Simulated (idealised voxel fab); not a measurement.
Proc. module: voxel trench capacitor
Square cell edge 5 nm, section width 255 nm, ID cut.
Reading order for cross-sections: top band down to bottom band. Underlying form: a grid of square cells. Band size: one or more rows of cells.
For a band, the entry starts with two heights in nm, that of the top and then that of the bottom, and carries on with the band's materials in order from left to right, each alongside its width in nm; the word "full width" beside a single material means it fills the band edge to edge, and "empty" means empty space.
Measure heights from 0. That's the level where, below it, the as-received wafer is all one material. The lowest band is bottomless and extends downward; write it as in "0 -> down".
So if you see something like "30 to 40" for the width, read it as the top row of the band sitting at the first number and the bottom row at the second, with every row in between moving by the same amount as the last.
The cross-section has no changed cell in any step marked "everything unchanged".
Listed in "Fully sealed cavities": every empty space of 8 or more cells without an open way to the top. Form: width x height at distance, the distance being from the left edge, all in nm.
If you see something after the settings on a step's line, that's the simulator's own remark about that step.
Steps that use a mask can have "overlay nm" on their line. It says how far the mask sat to the right of where it was meant to be. Negative means to the left.
So the way this works: pairs, before and after one process step. The after picture only goes down to the lowest band that actually changed, nothing below. Step and its settings are under each pair. And watch out, pairs might come from different runs of this module, same starting wafer though, so a pair only follows on from the one above if its "Structure before processing" entry tells you so.
Structure before processing
0 -> down: Si full width
Fully sealed cavities: none
Section After Processing
5 -> 0: SiN full width
Lower than 0, everything is as it was.
Fully sealed cavities: none
Which operation links the two cross-sections above? CONFORMAL_DEP: material SiN, thk nm 5
Structure before processing: see the after view in the pair directly above.
Section After Processing
20 -> 5: aC full width
Lower than 5, everything is as it was.
Fully sealed cavities: none
Which operation links the two cross-sections above? DIRECTIONAL_DEP: material aC, thk nm 15
Structure before processing: see the after view in the pair directly above.
Section After Processing
50 -> 20: 95 of resist, then 20 of empty, then 25 of resist, then 20 of empty, then 95 of resist
Lower than 20, everything is as it was.
Fully sealed cavities: none
Which operation links the two cross-sections above? PATTERN: tone open, mask id TRENCH, material resist, width nm 20, pitch nm 45, thk nm 30, overlay nm 0
Structure before processing: see the after view in the pair directly above.
Section After Processing
35 -> 20: 95 of resist, then 20 of empty, then 25 of resist, then 20 of empty, then 95 of resist
20 -> 5: 95 of aC, then 20 of empty, then 25 of aC, then 20 of empty, then 95 of aC
Lower than 5, everything is as it was.
Fully sealed cavities: none
Which operation links the two cross-sections above? DIRECTIONAL_ETCH: etch materials aC, depth nm 15
Structure before processing: see the after view in the pair directly above.
Section After Processing
20 -> 5: 95 of aC, then 20 of empty, then 25 of aC, then 20 of empty, then 95 of aC
Lower than 5, everything is as it was.
Fully sealed cavities: none
Which operation links the two cross-sections above? STRIP: etch materials resist
Structure before processing: see the after view in the pair directly above.
Section After Processing
20 -> 5: 95 of aC, then 20 of empty, then 25 of aC, then 20 of empty, then 95 of aC
5 -> 0: 95 of SiN, then 20 of empty, then 25 of SiN, then 20 of empty, then 95 of SiN
Lower than 0, everything is as it was.
Fully sealed cavities: none
Which operation links the two cross-sections above? DIRECTIONAL_ETCH: etch materials SiN, depth nm 5
Structure before processing: see the after view in the pair directly above.
Section After Processing
20 -> 5: 95 of aC, then 20 of empty, then 25 of aC, then 20 of empty, then 95 of aC
5 -> 0: 95 of SiN, then 20 of empty, then 25 of SiN, then 20 of empty, then 95 of SiN
0 -> -30: 95 of Si, then 20 of empty, then 25 of Si, then 20 of empty, then 95 of Si
Lower than -30, everything is as it was.
Fully sealed cavities: none
Which operation links the two cross-sections above? DIRECTIONAL_ETCH: etch materials Si, depth nm 30
Structure before processing: see the after view in the pair directly above.
Section After Processing
5 -> 0: 95 of SiN, then 20 of empty, then 25 of SiN, then 20 of empty, then 95 of SiN
Lower than 0, everything is as it was.
Fully sealed cavities: none
Which operation links the two cross-sections above? STRIP: etch materials aC
Structure before processing: see the after view in the pair directly above.
Section After Processing
10 -> 5: 100 of Al2O3, then 10 of empty, then 35 of Al2O3, then 10 of empty, then 100 of Al2O3
5 -> 0: 95 of SiN, then 5 of Al2O3, then 10 of empty, then 5 of Al2O3, then 25 of SiN, then 5 of Al2O3, then 10 of empty, then 5 of Al2O3, then 95 of SiN
0 -> -25: 95 of Si, then 5 of Al2O3, then 10 of empty, then 5 of Al2O3, then 25 of Si, then 5 of Al2O3, then 10 of empty, then 5 of Al2O3, then 95 of Si
-25 -> -30: 95 of Si, then 20 of Al2O3, then 25 of Si, then 20 of Al2O3, then 95 of Si
Lower than -30, everything is as it was.
Fully sealed cavities: none
Which operation links the two cross-sections above? CONFORMAL_DEP: material Al2O3, thk nm 5
Structure before processing: see the after view in the pair directly above.
Section After Processing
15 -> 10: polySi full width
10 -> 5: 100 of Al2O3, then 10 of polySi, then 35 of Al2O3, then 10 of polySi, then 100 of Al2O3
5 -> 0: 95 of SiN, then 5 of Al2O3, then 10 of polySi, then 5 of Al2O3, then 25 of SiN, then 5 of Al2O3, then 10 of polySi, then 5 of Al2O3, then 95 of SiN
0 -> -25: 95 of Si, then 5 of Al2O3, then 10 of polySi, then 5 of Al2O3, then 25 of Si, then 5 of Al2O3, then 10 of polySi, then 5 of Al2O3, then 95 of Si
Lower than -25, everything is as it was.
Fully sealed cavities: none
Which operation links the two cross-sections above? FILL_DEP: material polySi, thk nm 5
Structure before processing: see the after view in the pair directly above.
Section After Processing
5 -> 0: 95 of SiN, then 5 of Al2O3, then 10 of polySi, then 5 of Al2O3, then 25 of SiN, then 5 of Al2O3, then 10 of polySi, then 5 of Al2O3, then 95 of SiN
Lower than 0, everything is as it was.
Fully sealed cavities: none
Which operation links the two cross-sections above? CMP: height nm 5
Structure before processing
20 -> 5: 95 of aC, then 20 of empty, then 25 of aC, then 20 of empty, then 95 of aC
5 -> 0: 95 of SiN, then 20 of empty, then 25 of SiN, then 20 of empty, then 95 of SiN
0 -> -30: 95 of Si, then 20 of empty, then 25 of Si, then 20 of empty, then 95 of Si
-30 -> down: Si full width
Fully sealed cavities: none
Section After Processing
25 -> 20: 100 of Al2O3, then 10 of empty, then 35 of Al2O3, then 10 of empty, then 100 of Al2O3
20 -> 5: 95 of aC, then 5 of Al2O3, then 10 of empty, then 5 of Al2O3, then 25 of aC, then 5 of Al2O3, then 10 of empty, then 5 of Al2O3, then 95 of aC
5 -> 0: 95 of SiN, then 5 of Al2O3, then 10 of empty, then 5 of Al2O3, then 25 of SiN, then 5 of Al2O3, then 10 of empty, then 5 of Al2O3, then 95 of SiN
0 -> -25: 95 of Si, then 5 of Al2O3, then 10 of empty, then 5 of Al2O3, then 25 of Si, then 5 of Al2O3, then 10 of empty, then 5 of Al2O3, then 95 of Si
-25 -> -30: 95 of Si, then 20 of Al2O3, then 25 of Si, then 20 of Al2O3, then 95 of Si
Lower than -30, everything is as it was.
Fully sealed cavities: none
Which operation links the two cross-sections above? CONFORMAL_DEP: material Al2O3, thk nm 5
Structure before processing: see the after view in the pair directly above.
Section After Processing
30 -> 25: polySi full width
25 -> 20: 100 of Al2O3, then 10 of polySi, then 35 of Al2O3, then 10 of polySi, then 100 of Al2O3
20 -> 5: 95 of aC, then 5 of Al2O3, then 10 of polySi, then 5 of Al2O3, then 25 of aC, then 5 of Al2O3, then 10 of polySi, then 5 of Al2O3, then 95 of aC
5 -> 0: 95 of SiN, then 5 of Al2O3, then 10 of polySi, then 5 of Al2O3, then 25 of SiN, then 5 of Al2O3, then 10 of polySi, then 5 of Al2O3, then 95 of SiN
0 -> -25: 95 of Si, then 5 of Al2O3, then 10 of polySi, then 5 of Al2O3, then 25 of Si, then 5 of Al2O3, then 10 of polySi, then 5 of Al2O3, then 95 of Si
Lower than -25, everything is as it was.
Fully sealed cavities: none
Which operation links the two cross-sections above? FILL_DEP: material polySi, thk nm 5
Structure before processing: see the after view in the pair directly above.
Section After Processing
5 -> 0: 95 of SiN, then 5 of Al2O3, then 10 of polySi, then 5 of Al2O3, then 25 of SiN, then 5 of Al2O3, then 10 of polySi, then 5 of Al2O3, then 95 of SiN
Lower than 0, everything is as it was.
Fully sealed cavities: none
Which operation links the two cross-sections above? CMP: height nm 5
Structure before processing
20 -> 5: 95 of aC, then 20 of empty, then 25 of aC, then 20 of empty, then 95 of aC
5 -> 0: 95 of SiN, then 20 of empty, then 25 of SiN, then 20 of empty, then 95 of SiN
0 -> -30: 95 of Si, then 20 of empty, then 25 of Si, then 20 of empty, then 95 of Si
-30 -> down: Si full width
Fully sealed cavities: none
Section After Processing
20 -> 5: 95 of aC, then 20 of empty, then 25 of aC, then 20 of empty, then 95 of aC
5 -> 0: 95 of SiN, then 20 of empty, then 25 of SiN, then 20 of empty, then 95 of SiN
0 -> -60: 95 of Si, then 20 of empty, then 25 of Si, then 20 of empty, then 95 of Si
Lower than -60, everything is as it was.
Fully sealed cavities: none
Which operation links the two cross-sections above? DIRECTIONAL_ETCH: etch materials Si, depth nm 30
Structure before processing: see the after view in the pair directly above.
Section After Processing
5 -> 0: 95 of SiN, then 20 of empty, then 25 of SiN, then 20 of empty, then 95 of SiN
Lower than 0, everything is as it was.
Fully sealed cavities: none
Which operation links the two cross-sections above? STRIP: etch materials aC
Structure before processing: see the after view in the pair directly above.
Section After Processing
10 -> 5: 100 of Al2O3, then 10 of empty, then 35 of Al2O3, then 10 of empty, then 100 of Al2O3
5 -> 0: 95 of SiN, then 5 of Al2O3, then 10 of empty, then 5 of Al2O3, then 25 of SiN, then 5 of Al2O3, then 10 of empty, then 5 of Al2O3, then 95 of SiN
0 -> -55: 95 of Si, then 5 of Al2O3, then 10 of empty, then 5 of Al2O3, then 25 of Si, then 5 of Al2O3, then 10 of empty, then 5 of Al2O3, then 95 of Si
-55 -> -60: 95 of Si, then 20 of Al2O3, then 25 of Si, then 20 of Al2O3, then 95 of Si
Lower than -60, everything is as it was.
Fully sealed cavities: none
Which operation links the two cross-sections above? CONFORMAL_DEP: material Al2O3, thk nm 5
Structure before processing: see the after view in the pair directly above.
Section After Processing
15 -> 10: polySi full width
10 -> 5: 100 of Al2O3, then 10 of polySi, then 35 of Al2O3, then 10 of polySi, then 100 of Al2O3
5 -> 0: 95 of SiN, then 5 of Al2O3, then 10 of polySi, then 5 of Al2O3, then 25 of SiN, then 5 of Al2O3, then 10 of polySi, then 5 of Al2O3, then 95 of SiN
0 -> -55: 95 of Si, then 5 of Al2O3, then 10 of polySi, then 5 of Al2O3, then 25 of Si, then 5 of Al2O3, then 10 of polySi, then 5 of Al2O3, then 95 of Si
Lower than -55, everything is as it was.
Fully sealed cavities: none
Which operation links the two cross-sections above? FILL_DEP: material polySi, thk nm 5
Structure before processing: see the after view in the pair directly above.
Section After Processing
5 -> 0: 95 of SiN, then 5 of Al2O3, then 10 of polySi, then 5 of Al2O3, then 25 of SiN, then 5 of Al2O3, then 10 of polySi, then 5 of Al2O3, then 95 of SiN
Lower than 0, everything is as it was.
Fully sealed cavities: none
Which operation links the two cross-sections above? CMP: height nm 5
Structure before processing
15 -> 10: polySi full width
10 -> 5: 100 of Al2O3, then 10 of polySi, then 35 of Al2O3, then 10 of polySi, then 100 of Al2O3
5 -> 0: 95 of SiN, then 5 of Al2O3, then 10 of polySi, then 5 of Al2O3, then 25 of SiN, then 5 of Al2O3, then 10 of polySi, then 5 of Al2O3, then 95 of SiN
0 -> -25: 95 of Si, then 5 of Al2O3, then 10 of polySi, then 5 of Al2O3, then 25 of Si, then 5 of Al2O3, then 10 of polySi, then 5 of Al2O3, then 95 of Si
-25 -> -30: 95 of Si, then 20 of Al2O3, then 25 of Si, then 20 of Al2O3, then 95 of Si
-30 -> down: Si full width
Fully sealed cavities: none
Section After Processing
-5 -> -25: 95 of Si, then 5 of Al2O3, then 10 of polySi, then 5 of Al2O3, then 25 of Si, then 5 of Al2O3, then 10 of polySi, then 5 of Al2O3, then 95 of Si
Lower than -25, everything is as it was.
Fully sealed cavities: none
Which operation links the two cross-sections above? CMP: height nm -5
Structure before processing
20 -> 5: aC full width
5 -> 0: SiN full width
0 -> down: Si full width
Fully sealed cavities: none
Section After Processing
50 -> 20: 100 of resist, then 15 of empty, then 30 of resist, then 15 of empty, then 95 of resist
Lower than 20, everything is as it was.
Fully sealed cavities: none
Which operation links the two cross-sections above? PATTERN: tone open, mask id TRENCH, material resist, width nm 15, pitch nm 45, thk nm 30, overlay nm 0
Structure before processing: see the after view in the pair directly above.
Section After Processing
35 -> 20: 100 of resist, then 15 of empty, then 30 of resist, then 15 of empty, then 95 of resist
20 -> 5: 100 of aC, then 15 of empty, then 30 of aC, then 15 of empty, then 95 of aC
Lower than 5, everything is as it was.
Fully sealed cavities: none
Which operation links the two cross-sections above? DIRECTIONAL_ETCH: etch materials aC, depth nm 15
Structure before processing: see the after view in the pair directly above.
Section After Processing
20 -> 5: 100 of aC, then 15 of empty, then 30 of aC, then 15 of empty, then 95 of aC
Lower than 5, everything is as it was.
Fully sealed cavities: none
Which operation links the two cross-sections above? STRIP: etch materials resist
Structure before processing: see the after view in the pair directly above.
Section After Processing
20 -> 5: 100 of aC, then 15 of empty, then 30 of aC, then 15 of empty, then 95 of aC
5 -> 0: 100 of SiN, then 15 of empty, then 30 of SiN, then 15 of empty, then 95 of SiN
Lower than 0, everything is as it was.
Fully sealed cavities: none
Which operation links the two cross-sections above? DIRECTIONAL_ETCH: etch materials SiN, depth nm 5
Structure before processing: see the after view in the pair directly above.
Section After Processing
20 -> 5: 100 of aC, then 15 of empty, then 30 of aC, then 15 of empty, then 95 of aC
5 -> 0: 100 of SiN, then 15 of empty, then 30 of SiN, then 15 of empty, then 95 of SiN
0 -> -30: 100 of Si, then 15 of empty, then 30 of Si, then 15 of empty, then 95 of Si
Lower than -30, everything is as it was.
Fully sealed cavities: none
Which operation links the two cross-sections above? DIRECTIONAL_ETCH: etch materials Si, depth nm 30
Structure before processing: see the after view in the pair directly above.
Section After Processing
5 -> 0: 100 of SiN, then 15 of empty, then 30 of SiN, then 15 of empty, then 95 of SiN
Lower than 0, everything is as it was.
Fully sealed cavities: none
Which operation links the two cross-sections above? STRIP: etch materials aC
Structure before processing: see the after view in the pair directly above.
Section After Processing
10 -> 5: 105 of Al2O3, then 5 of empty, then 40 of Al2O3, then 5 of empty, then 100 of Al2O3
5 -> 0: 100 of SiN, then 5 of Al2O3, then 5 of empty, then 5 of Al2O3, then 30 of SiN, then 5 of Al2O3, then 5 of empty, then 5 of Al2O3, then 95 of SiN
0 -> -25: 100 of Si, then 5 of Al2O3, then 5 of empty, then 5 of Al2O3, then 30 of Si, then 5 of Al2O3, then 5 of empty, then 5 of Al2O3, then 95 of Si
-25 -> -30: 100 of Si, then 15 of Al2O3, then 30 of Si, then 15 of Al2O3, then 95 of Si
Lower than -30, everything is as it was.
Fully sealed cavities: none
Which operation links the two cross-sections above? CONFORMAL_DEP: material Al2O3, thk nm 5
Structure before processing: see the after view in the pair directly above.
Section After Processing
15 -> 10: polySi full width
10 -> 5: 105 of Al2O3, then 5 of polySi, then 40 of Al2O3, then 5 of polySi, then 100 of Al2O3
5 -> 0: 100 of SiN, then 5 of Al2O3, then 5 of polySi, then 5 of Al2O3, then 30 of SiN, then 5 of Al2O3, then 5 of polySi, then 5 of Al2O3, then 95 of SiN
0 -> -25: 100 of Si, then 5 of Al2O3, then 5 of polySi, then 5 of Al2O3, then 30 of Si, then 5 of Al2O3, then 5 of polySi, then 5 of Al2O3, then 95 of Si
Lower than -25, everything is as it was.
Fully sealed cavities: none
Which operation links the two cross-sections above? FILL_DEP: material polySi, thk nm 5
Structure before processing: see the after view in the pair directly above.
Section After Processing
5 -> 0: 100 of SiN, then 5 of Al2O3, then 5 of polySi, then 5 of Al2O3, then 30 of SiN, then 5 of Al2O3, then 5 of polySi, then 5 of Al2O3, then 95 of SiN
Lower than 0, everything is as it was.
Fully sealed cavities: none
Which operation links the two cross-sections above? CMP: height nm 5
Structure before processing
20 -> 5: aC full width
5 -> 0: SiN full width
0 -> down: Si full width
Fully sealed cavities: none
Section After Processing
50 -> 20: 105 of resist, then 20 of empty, then 25 of resist, then 20 of empty, then 85 of resist
Lower than 20, everything is as it was.
Fully sealed cavities: none
Which operation links the two cross-sections above? PATTERN: tone open, mask id TRENCH, material resist, width nm 20, pitch nm 45, thk nm 30, overlay nm 10
Structure before processing: see the after view in the pair directly above.
Section After Processing
35 -> 20: 105 of resist, then 20 of empty, then 25 of resist, then 20 of empty, then 85 of resist
20 -> 5: 105 of aC, then 20 of empty, then 25 of aC, then 20 of empty, then 85 of aC
Lower than 5, everything is as it was.
Fully sealed cavities: none
Which operation links the two cross-sections above? DIRECTIONAL_ETCH: etch materials aC, depth nm 15
Structure before processing: see the after view in the pair directly above.
Section After Processing
20 -> 5: 105 of aC, then 20 of empty, then 25 of aC, then 20 of empty, then 85 of aC
Lower than 5, everything is as it was.
Fully sealed cavities: none
Which operation links the two cross-sections above? STRIP: etch materials resist
Structure before processing: see the after view in the pair directly above.
Section After Processing
20 -> 5: 105 of aC, then 20 of empty, then 25 of aC, then 20 of empty, then 85 of aC
5 -> 0: 105 of SiN, then 20 of empty, then 25 of SiN, then 20 of empty, then 85 of SiN
Lower than 0, everything is as it was.
Fully sealed cavities: none
Which operation links the two cross-sections above? DIRECTIONAL_ETCH: etch materials SiN, depth nm 5
Structure before processing: see the after view in the pair directly above.
Section After Processing
20 -> 5: 105 of aC, then 20 of empty, then 25 of aC, then 20 of empty, then 85 of aC
5 -> 0: 105 of SiN, then 20 of empty, then 25 of SiN, then 20 of empty, then 85 of SiN
0 -> -30: 105 of Si, then 20 of empty, then 25 of Si, then 20 of empty, then 85 of Si
Lower than -30, everything is as it was.
Fully sealed cavities: none
Which operation links the two cross-sections above? DIRECTIONAL_ETCH: etch materials Si, depth nm 30
Structure before processing: see the after view in the pair directly above.
Section After Processing
5 -> 0: 105 of SiN, then 20 of empty, then 25 of SiN, then 20 of empty, then 85 of SiN
Lower than 0, everything is as it was.
Fully sealed cavities: none
Which operation links the two cross-sections above? STRIP: etch materials aC
Structure before processing: see the after view in the pair directly above.
Section After Processing
10 -> 5: 110 of Al2O3, then 10 of empty, then 35 of Al2O3, then 10 of empty, then 90 of Al2O3
5 -> 0: 105 of SiN, then 5 of Al2O3, then 10 of empty, then 5 of Al2O3, then 25 of SiN, then 5 of Al2O3, then 10 of empty, then 5 of Al2O3, then 85 of SiN
0 -> -25: 105 of Si, then 5 of Al2O3, then 10 of empty, then 5 of Al2O3, then 25 of Si, then 5 of Al2O3, then 10 of empty, then 5 of Al2O3, then 85 of Si
-25 -> -30: 105 of Si, then 20 of Al2O3, then 25 of Si, then 20 of Al2O3, then 85 of Si
Lower than -30, everything is as it was.
Fully sealed cavities: none
Which operation links the two cross-sections above? CONFORMAL_DEP: material Al2O3, thk nm 5
Structure before processing: see the after view in the pair directly above.
Section After Processing
15 -> 10: polySi full width
10 -> 5: 110 of Al2O3, then 10 of polySi, then 35 of Al2O3, then 10 of polySi, then 90 of Al2O3
5 -> 0: 105 of SiN, then 5 of Al2O3, then 10 of polySi, then 5 of Al2O3, then 25 of SiN, then 5 of Al2O3, then 10 of polySi, then 5 of Al2O3, then 85 of SiN
0 -> -25: 105 of Si, then 5 of Al2O3, then 10 of polySi, then 5 of Al2O3, then 25 of Si, then 5 of Al2O3, then 10 of polySi, then 5 of Al2O3, then 85 of Si
Lower than -25, everything is as it was.
Fully sealed cavities: none
Which operation links the two cross-sections above? FILL_DEP: material polySi, thk nm 5
Structure before processing: see the after view in the pair directly above.
Section After Processing
5 -> 0: 105 of SiN, then 5 of Al2O3, then 10 of polySi, then 5 of Al2O3, then 25 of SiN, then 5 of Al2O3, then 10 of polySi, then 5 of Al2O3, then 85 of SiN
Lower than 0, everything is as it was.
Fully sealed cavities: none
Which operation links the two cross-sections above? CMP: height nm 5
Structure before processing
10 -> 5: 100 of Al2O3, then 10 of empty, then 35 of Al2O3, then 10 of empty, then 100 of Al2O3
5 -> 0: 95 of SiN, then 5 of Al2O3, then 10 of empty, then 5 of Al2O3, then 25 of SiN, then 5 of Al2O3, then 10 of empty, then 5 of Al2O3, then 95 of SiN
0 -> -25: 95 of Si, then 5 of Al2O3, then 10 of empty, then 5 of Al2O3, then 25 of Si, then 5 of Al2O3, then 10 of empty, then 5 of Al2O3, then 95 of Si
-25 -> -30: 95 of Si, then 20 of Al2O3, then 25 of Si, then 20 of Al2O3, then 95 of Si
-30 -> down: Si full width
Fully sealed cavities: none
Section After Processing
15 -> 10: SiN full width
10 -> 5: 100 of Al2O3, then 10 of SiN, then 35 of Al2O3, then 10 of SiN, then 100 of Al2O3
5 -> 0: 95 of SiN, then 5 of Al2O3, then 10 of SiN, then 5 of Al2O3, then 25 of SiN, then 5 of Al2O3, then 10 of SiN, then 5 of Al2O3, then 95 of SiN
0 -> -25: 95 of Si, then 5 of Al2O3, then 10 of SiN, then 5 of Al2O3, then 25 of Si, then 5 of Al2O3, then 10 of SiN, then 5 of Al2O3, then 95 of Si
Lower than -25, everything is as it was.
Fully sealed cavities: none
Which operation links the two cross-sections above? FILL_DEP: material SiN, thk nm 5
Structure before processing: see the after view in the pair directly above.
Section After Processing
5 -> 0: 95 of SiN, then 5 of Al2O3, then 10 of SiN, then 5 of Al2O3, then 25 of SiN, then 5 of Al2O3, then 10 of SiN, then 5 of Al2O3, then 95 of SiN
Lower than 0, everything is as it was.
Fully sealed cavities: none
Which operation links the two cross-sections above? CMP: height nm 5
Structure before processing
20 -> 5: aC full width
5 -> 0: SiN full width
0 -> down: Si full width
Fully sealed cavities: none
Section After Processing
50 -> 20: 95 of empty, then 20 of resist, then 25 of empty, then 20 of resist, then 95 of empty
Lower than 20, everything is as it was.
Fully sealed cavities: none
Which operation links the two cross-sections above? PATTERN: tone cover, mask id TRENCH, material resist, width nm 20, pitch nm 45, thk nm 30, overlay nm 0
Structure before processing: see the after view in the pair directly above.
Section After Processing
35 -> 20: 95 of empty, then 20 of resist, then 25 of empty, then 20 of resist, then 95 of empty
20 -> 5: 95 of empty, then 20 of aC, then 25 of empty, then 20 of aC, then 95 of empty
Lower than 5, everything is as it was.
Fully sealed cavities: none
Which operation links the two cross-sections above? DIRECTIONAL_ETCH: etch materials aC, depth nm 15
Structure before processing: see the after view in the pair directly above.
Section After Processing
20 -> 5: 95 of empty, then 20 of aC, then 25 of empty, then 20 of aC, then 95 of empty
Lower than 5, everything is as it was.
Fully sealed cavities: none
Which operation links the two cross-sections above? STRIP: etch materials resist
Structure before processing: see the after view in the pair directly above.
Section After Processing
20 -> 5: 95 of empty, then 20 of aC, then 25 of empty, then 20 of aC, then 95 of empty
5 -> 0: 95 of empty, then 20 of SiN, then 25 of empty, then 20 of SiN, then 95 of empty
Lower than 0, everything is as it was.
Fully sealed cavities: none
Which operation links the two cross-sections above? DIRECTIONAL_ETCH: etch materials SiN, depth nm 5
Structure before processing: see the after view in the pair directly above.
Section After Processing
20 -> 5: 95 of empty, then 20 of aC, then 25 of empty, then 20 of aC, then 95 of empty
5 -> 0: 95 of empty, then 20 of SiN, then 25 of empty, then 20 of SiN, then 95 of empty
0 -> -30: 95 of empty, then 20 of Si, then 25 of empty, then 20 of Si, then 95 of empty
Lower than -30, everything is as it was.
Fully sealed cavities: none
Which operation links the two cross-sections above? DIRECTIONAL_ETCH: etch materials Si, depth nm 30
Structure before processing: see the after view in the pair directly above.
Section After Processing
5 -> 0: 95 of empty, then 20 of SiN, then 25 of empty, then 20 of SiN, then 95 of empty
Lower than 0, everything is as it was.
Fully sealed cavities: none
Which operation links the two cross-sections above? STRIP: etch materials aC
Structure before processing: see the after view in the pair directly above.
Section After Processing
10 -> 5: 90 of empty, then 30 of Al2O3, then 15 of empty, then 30 of Al2O3, then 90 of empty
5 -> 0: 90 of empty, then 5 of Al2O3, then 20 of SiN, then 5 of Al2O3, then 15 of empty, then 5 of Al2O3, then 20 of SiN, then 5 of Al2O3, then 90 of empty
0 -> -25: 90 of empty, then 5 of Al2O3, then 20 of Si, then 5 of Al2O3, then 15 of empty, then 5 of Al2O3, then 20 of Si, then 5 of Al2O3, then 90 of empty
-25 -> -30: 95 of Al2O3, then 20 of Si, then 25 of Al2O3, then 20 of Si, then 95 of Al2O3
Lower than -30, everything is as it was.
Fully sealed cavities: none
Which operation links the two cross-sections above? CONFORMAL_DEP: material Al2O3, thk nm 5
Structure before processing: see the after view in the pair directly above.
Section After Processing
15 -> 10: polySi full width
10 -> 5: 90 of polySi, then 30 of Al2O3, then 15 of polySi, then 30 of Al2O3, then 90 of polySi
5 -> 0: 90 of polySi, then 5 of Al2O3, then 20 of SiN, then 5 of Al2O3, then 15 of polySi, then 5 of Al2O3, then 20 of SiN, then 5 of Al2O3, then 90 of polySi
0 -> -25: 90 of polySi, then 5 of Al2O3, then 20 of Si, then 5 of Al2O3, then 15 of polySi, then 5 of Al2O3, then 20 of Si, then 5 of Al2O3, then 90 of polySi
Lower than -25, everything is as it was.
Fully sealed cavities: none
Which operation links the two cross-sections above? FILL_DEP: material polySi, thk nm 5
Structure before processing: see the after view in the pair directly above.
Section After Processing
5 -> 0: 90 of polySi, then 5 of Al2O3, then 20 of SiN, then 5 of Al2O3, then 15 of polySi, then 5 of Al2O3, then 20 of SiN, then 5 of Al2O3, then 90 of polySi
Lower than 0, everything is as it was.
Fully sealed cavities: none
Which operation links the two cross-sections above? CMP: height nm 5
